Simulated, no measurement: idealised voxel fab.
Proc. module: voxel self aligned vias
Each square cell in cross-section cut measures 5 nm, and the section as a whole is 290 nm wide.
In what follows, cross-sections appear as grids of square cells, described through bands that run from the top down, where every band is one or more rows of cells.
Top height, bottom height, nm. Materials left to right, width each, nm. Single material + "throughout" = fills band edge to edge. "empty" = empty.
Note: height 0 marks the level under which the wafer is uniformly one material as received. Lowest band unbounded below, written "0 down".
Width "30->40": first value at the band's top row of cells, second value at its bottom row, equal change from row to row.
"remained unchanged" after a step means that no cell of the cross-section changed.
Entry "Enclosed void entries". Content: empty spaces with no open connection to the top, size 8 cells or greater. Each: width x height at distance. Distance: from left edge. Unit: nm.
If you see something after the settings on a step's line, that's the simulator's own remark about that step.
If you see "overlay nm" on a step's line and that step has a mask, it's telling you how far right of where it was planned the mask ended up; a negative number means it went left instead.

The planned process steps are enumerated hereunder:
1,RECEIVE | material Si
2,CONFORMAL_DEP | material SiO2 | thk nm 15
3,CONFORMAL_DEP | material SiCN | thk nm 5
4,DIRECTIONAL_DEP | material SiO2 | thk nm 20
5,PATTERN | tone open | mask id LINES | material resist | width nm 25 | pitch nm 55 | thk nm 15 | overlay nm 0
6,DIRECTIONAL_ETCH | etch materials SiO2 | depth nm 20
7,STRIP | etch materials resist
8,CONFORMAL_DEP | material TiN | thk nm 5
9,FILL_DEP | material Ru | thk nm 5
10,CMP | height nm 40
11,SELECTIVE_ETCH | etch materials W Ru TiN | depth nm 10
12,FILL_DEP | material SiN | thk nm 10
13,CMP | height nm 40
14,DIRECTIONAL_DEP | material SiO2 | thk nm 15
15,DIRECTIONAL_DEP | material aC | thk nm 15
16,PATTERN | tone open | mask id VIAS | material resist | width nm 35 | pitch nm 55 | thk nm 35 | overlay nm 0
17,DIRECTIONAL_ETCH | etch materials aC | depth nm 15
18,STRIP | etch materials resist
19,DIRECTIONAL_ETCH | etch materials SiO2 | depth nm 15
20,DIRECTIONAL_ETCH | etch materials SiN | depth nm 10
21,STRIP | etch materials aC
22,CONFORMAL_DEP | material TiN | thk nm 5
23,FILL_DEP | material Ru | thk nm 5
24,CMP | height nm 55
25,CONFORMAL_DEP | material SiCN | thk nm 5

First of two wafers, processed according to plan:

Cross-section of the wafer upon arrival, representing the state reached after step 1:
> 0 down | Si throughout
> Enclosed void entries: none

The wafer, seen in cross-section, after step 2:
> 15 to 0 | SiO2 throughout
> At heights below 0, the structure remains unaltered.

The wafer, seen in cross-section, after step 3:
> 20 to 15 | SiCN throughout
> At heights below 15, the structure remains unaltered.

The wafer, seen in cross-section, after step 4:
> 40 to 20 | SiO2 throughout
> At heights below 20, the structure remains unaltered.

The wafer, seen in cross-section, after step 5:
> 55 to 40 | resist: 105; empty: 25; resist: 30; empty: 25; resist: 105
> At heights below 40, the structure remains unaltered.

The wafer, seen in cross-section, after step 6:
> 55 to 40 | resist: 105; empty: 25; resist: 30; empty: 25; resist: 105
> 40 to 20 | SiO2: 105; empty: 25; SiO2: 30; empty: 25; SiO2: 105
> At heights below 20, the structure remains unaltered.

The wafer, seen in cross-section, after step 7:
> 40 to 20 | SiO2: 105; empty: 25; SiO2: 30; empty: 25; SiO2: 105
> At heights below 20, the structure remains unaltered.

The wafer, seen in cross-section, after step 8:
> 45 to 40 | TiN: 110; empty: 15; TiN: 40; empty: 15; TiN: 110
> 40 to 25 | SiO2: 105; TiN: 5; empty: 15; TiN: 5; SiO2: 30; TiN: 5; empty: 15; TiN: 5; SiO2: 105
> 25 to 20 | SiO2: 105; TiN: 25; SiO2: 30; TiN: 25; SiO2: 105
> At heights below 20, the structure remains unaltered.

The wafer, seen in cross-section, after step 9:
> 50 to 45 | Ru throughout
> 45 to 40 | TiN: 110; Ru: 15; TiN: 40; Ru: 15; TiN: 110
> 40 to 25 | SiO2: 105; TiN: 5; Ru: 15; TiN: 5; SiO2: 30; TiN: 5; Ru: 15; TiN: 5; SiO2: 105
> At heights below 25, the structure remains unaltered.

The wafer, seen in cross-section, after step 10:
> 40 to 25 | SiO2: 105; TiN: 5; Ru: 15; TiN: 5; SiO2: 30; TiN: 5; Ru: 15; TiN: 5; SiO2: 105
> At heights below 25, the structure remains unaltered.

The wafer, seen in cross-section, after step 11:
> 40 to 30 | SiO2: 105; empty: 25; SiO2: 30; empty: 25; SiO2: 105
> At heights below 30, the structure remains unaltered.

The wafer, seen in cross-section, after step 12:
> 50 to 40 | SiN throughout
> 40 to 30 | SiO2: 105; SiN: 25; SiO2: 30; SiN: 25; SiO2: 105
> At heights below 30, the structure remains unaltered.

The wafer, seen in cross-section, after step 13:
> 40 to 30 | SiO2: 105; SiN: 25; SiO2: 30; SiN: 25; SiO2: 105
> At heights below 30, the structure remains unaltered.

The wafer, seen in cross-section, after step 14:
> 55 to 40 | SiO2 throughout
> At heights below 40, the structure remains unaltered.

The wafer, seen in cross-section, after step 15:
> 70 to 55 | aC throughout
> At heights below 55, the structure remains unaltered.

The wafer, seen in cross-section, after step 16:
> 105 to 70 | resist: 100; empty: 35; resist: 20; empty: 35; resist: 100
> At heights below 70, the structure remains unaltered.

The wafer, seen in cross-section, after step 17:
> 90 to 70 | resist: 100; empty: 35; resist: 20; empty: 35; resist: 100
> 70 to 55 | aC: 100; empty: 35; aC: 20; empty: 35; aC: 100
> At heights below 55, the structure remains unaltered.

The wafer, seen in cross-section, after step 18:
> 70 to 55 | aC: 100; empty: 35; aC: 20; empty: 35; aC: 100
> At heights below 55, the structure remains unaltered.

The wafer, seen in cross-section, after step 19:
> 70 to 55 | aC: 100; empty: 35; aC: 20; empty: 35; aC: 100
> 55 to 40 | SiO2: 100; empty: 35; SiO2: 20; empty: 35; SiO2: 100
> At heights below 40, the structure remains unaltered.

The wafer, seen in cross-section, after step 20:
> 70 to 55 | aC: 100; empty: 35; aC: 20; empty: 35; aC: 100
> 55 to 40 | SiO2: 100; empty: 35; SiO2: 20; empty: 35; SiO2: 100
> 40 to 30 | SiO2: 105; empty: 25; SiO2: 30; empty: 25; SiO2: 105
> At heights below 30, the structure remains unaltered.

The wafer, seen in cross-section, after step 21:
> 55 to 40 | SiO2: 100; empty: 35; SiO2: 20; empty: 35; SiO2: 100
> At heights below 40, the structure remains unaltered.

The wafer, seen in cross-section, after step 22:
> 60 to 55 | TiN: 105; empty: 25; TiN: 30; empty: 25; TiN: 105
> 55 to 45 | SiO2: 100; TiN: 5; empty: 25; TiN: 5; SiO2: 20; TiN: 5; empty: 25; TiN: 5; SiO2: 100
> 45 to 35 | SiO2: 100->105; TiN: 10->5; empty: 15; TiN: 10->5; SiO2: 20->30; TiN: 10->5; empty: 15; TiN: 10->5; SiO2: 100->105
> 35 to 30 | SiO2: 105; TiN: 25; SiO2: 30; TiN: 25; SiO2: 105
> At heights below 30, the structure remains unaltered.

The wafer, seen in cross-section, after step 23:
> 65 to 60 | Ru throughout
> 60 to 55 | TiN: 105; Ru: 25; TiN: 30; Ru: 25; TiN: 105
> 55 to 45 | SiO2: 100; TiN: 5; Ru: 25; TiN: 5; SiO2: 20; TiN: 5; Ru: 25; TiN: 5; SiO2: 100
> 45 to 35 | SiO2: 100->105; TiN: 10->5; Ru: 15; TiN: 10->5; SiO2: 20->30; TiN: 10->5; Ru: 15; TiN: 10->5; SiO2: 100->105
> At heights below 35, the structure remains unaltered.

The wafer, seen in cross-section, after step 24:
> 55 to 45 | SiO2: 100; TiN: 5; Ru: 25; TiN: 5; SiO2: 20; TiN: 5; Ru: 25; TiN: 5; SiO2: 100
> At heights below 45, the structure remains unaltered.

The wafer, seen in cross-section, after step 25:
> 60 to 55 | SiCN throughout
> At heights below 55, the structure remains unaltered.

Wafer two. Identical start, identical plan. One mistake in execution. Identical history through step 2:

X-section, second wafer, when step 3 was due to finish: remained unchanged

X-section, second wafer, when step 4 was due to finish:
> 35 to 0 | SiO2 throughout
> At heights below 0, the structure remains unaltered.

X-section, second wafer, when step 5 was due to finish:
> 50 to 35 | resist: 105; empty: 25; resist: 30; empty: 25; resist: 105
> At heights below 35, the structure remains unaltered.

X-section, second wafer, when step 6 was due to finish:
> 50 to 35 | resist: 105; empty: 25; resist: 30; empty: 25; resist: 105
> 35 to 15 | SiO2: 105; empty: 25; SiO2: 30; empty: 25; SiO2: 105
> At heights below 15, the structure remains unaltered.

X-section, second wafer, when step 7 was due to finish:
> 35 to 15 | SiO2: 105; empty: 25; SiO2: 30; empty: 25; SiO2: 105
> At heights below 15, the structure remains unaltered.

X-section, second wafer, when step 8 was due to finish:
> 40 to 35 | TiN: 110; empty: 15; TiN: 40; empty: 15; TiN: 110
> 35 to 20 | SiO2: 105; TiN: 5; empty: 15; TiN: 5; SiO2: 30; TiN: 5; empty: 15; TiN: 5; SiO2: 105
> 20 to 15 | SiO2: 105; TiN: 25; SiO2: 30; TiN: 25; SiO2: 105
> At heights below 15, the structure remains unaltered.

X-section, second wafer, when step 9 was due to finish:
> 45 to 40 | Ru throughout
> 40 to 35 | TiN: 110; Ru: 15; TiN: 40; Ru: 15; TiN: 110
> 35 to 20 | SiO2: 105; TiN: 5; Ru: 15; TiN: 5; SiO2: 30; TiN: 5; Ru: 15; TiN: 5; SiO2: 105
> At heights below 20, the structure remains unaltered.

X-section, second wafer, when step 10 was due to finish:
> 40 to 35 | TiN: 110; Ru: 15; TiN: 40; Ru: 15; TiN: 110
> At heights below 35, the structure remains unaltered.

X-section, second wafer, when step 11 was due to finish:
> 35 to 30 | SiO2: 105; empty: 25; SiO2: 30; empty: 25; SiO2: 105
> At heights below 30, the structure remains unaltered.

X-section, second wafer, when step 12 was due to finish:
> 45 to 35 | SiN throughout
> 35 to 30 | SiO2: 105; SiN: 25; SiO2: 30; SiN: 25; SiO2: 105
> At heights below 30, the structure remains unaltered.

X-section, second wafer, when step 13 was due to finish:
> 40 to 35 | SiN throughout
> At heights below 35, the structure remains unaltered.

X-section, second wafer, when step 14 was due to finish:
> 55 to 40 | SiO2 throughout
> At heights below 40, the structure remains unaltered.

X-section, second wafer, when step 15 was due to finish:
> 70 to 55 | aC throughout
> At heights below 55, the structure remains unaltered.

X-section, second wafer, when step 16 was due to finish:
> 105 to 70 | resist: 100; empty: 35; resist: 20; empty: 35; resist: 100
> At heights below 70, the structure remains unaltered.

X-section, second wafer, when step 17 was due to finish:
> 90 to 70 | resist: 100; empty: 35; resist: 20; empty: 35; resist: 100
> 70 to 55 | aC: 100; empty: 35; aC: 20; empty: 35; aC: 100
> At heights below 55, the structure remains unaltered.

X-section, second wafer, when step 18 was due to finish:
> 70 to 55 | aC: 100; empty: 35; aC: 20; empty: 35; aC: 100
> At heights below 55, the structure remains unaltered.

X-section, second wafer, when step 19 was due to finish:
> 70 to 55 | aC: 100; empty: 35; aC: 20; empty: 35; aC: 100
> 55 to 40 | SiO2: 100; empty: 35; SiO2: 20; empty: 35; SiO2: 100
> At heights below 40, the structure remains unaltered.

X-section, second wafer, when step 20 was due to finish:
> 70 to 55 | aC: 100; empty: 35; aC: 20; empty: 35; aC: 100
> 55 to 40 | SiO2: 100; empty: 35; SiO2: 20; empty: 35; SiO2: 100
> 40 to 35 | SiN: 100; empty: 35; SiN: 20; empty: 35; SiN: 100
> 35 to 30 | SiO2: 105; empty: 25; SiO2: 30; empty: 25; SiO2: 105
> At heights below 30, the structure remains unaltered.

X-section, second wafer, when step 21 was due to finish:
> 55 to 40 | SiO2: 100; empty: 35; SiO2: 20; empty: 35; SiO2: 100
> At heights below 40, the structure remains unaltered.

X-section, second wafer, when step 22 was due to finish:
> 60 to 55 | TiN: 105; empty: 25; TiN: 30; empty: 25; TiN: 105
> 55 to 40 | SiO2: 100; TiN: 5; empty: 25; TiN: 5; SiO2: 20; TiN: 5; empty: 25; TiN: 5; SiO2: 100
> 40 to 35 | SiN: 100; TiN: 10; empty: 15; TiN: 10; SiN: 20; TiN: 10; empty: 15; TiN: 10; SiN: 100
> 35 to 30 | SiO2: 105; TiN: 25; SiO2: 30; TiN: 25; SiO2: 105
> At heights below 30, the structure remains unaltered.

X-section, second wafer, when step 23 was due to finish:
> 65 to 60 | Ru throughout
> 60 to 55 | TiN: 105; Ru: 25; TiN: 30; Ru: 25; TiN: 105
> 55 to 40 | SiO2: 100; TiN: 5; Ru: 25; TiN: 5; SiO2: 20; TiN: 5; Ru: 25; TiN: 5; SiO2: 100
> 40 to 35 | SiN: 100; TiN: 10; Ru: 15; TiN: 10; SiN: 20; TiN: 10; Ru: 15; TiN: 10; SiN: 100
> At heights below 35, the structure remains unaltered.

X-section, second wafer, when step 24 was due to finish:
> 55 to 40 | SiO2: 100; TiN: 5; Ru: 25; TiN: 5; SiO2: 20; TiN: 5; Ru: 25; TiN: 5; SiO2: 100
> At heights below 40, the structure remains unaltered.

X-section, second wafer, when step 25 was due to finish:
> 60 to 55 | SiCN throughout
> At heights below 55, the structure remains unaltered.
Diagnosis: skipped: plan step 3 (never run)
It is noted that, at the conclusion of processing, the second wafer exhibits a higher or lower cell count for certain materials relative to the first: Ru: 10 more; SiCN: 58 fewer; SiN: 44 more; TiN: 4 more
